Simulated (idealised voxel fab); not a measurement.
process module | voxel tone inversion
cross-section cut | 265 nm wide | cells 5 nm
A cross-section is a grid of square cells, given in bands from the top down. A band is one or more rows of cells.
Each band's line starts with the height of the band's top and of its bottom, in nm. Then come its materials from left to right, each with its width in nm. One material with "throughout" fills the band from edge to edge. "air" is empty space.
Height 0 is the level under which the wafer as received is all one material. The lowest band goes on downwards, as in "0 down".
A width such as "30 to 40" changes by the same amount from each row of cells to the next, from the band's top row to its bottom row.
"no change" after a step means that no cell of the cross-section changed.
closed voids: empty space of 8 cells or more with no open way to the top, each as width x height at its distance from the left edge, in nm
after a step's settings: what the simulator itself notes on the step
overlay nm, on a step with a mask: how far to the right of its planned place the mask lay; to the left if negative
plan
1 op RECEIVE | material Si
2 op CONFORMAL_DEP | material SiN | thk nm 10
3 op DIRECTIONAL_DEP | material polySi | thk nm 20
4 op PATTERN | tone cover | mask id POSTS | material resist | width nm 15 | pitch nm 40 | thk nm 30 | overlay nm 0
5 op DIRECTIONAL_ETCH | etch materials polySi | depth nm 20
6 op STRIP | etch materials resist
7 op FILL_DEP | material lowk | thk nm 10
8 op CMP | height nm 30
9 op STRIP | etch materials polySi
varied across the wafers: width nm of step 4. The plan shows the first wafer's value. All wafers start alike
first wafer as received, after step 1
  0 down: Si throughout
  closed voids: none
each wafer at the end: cells of each material gained (+) or lost (-) since it was received, then its closed voids
width nm 15 | +106 SiN | +164 lowk | closed voids: none
width nm 20 | +106 SiN | +148 lowk | closed voids: none
width nm 25 | +106 SiN | +132 lowk | closed voids: none
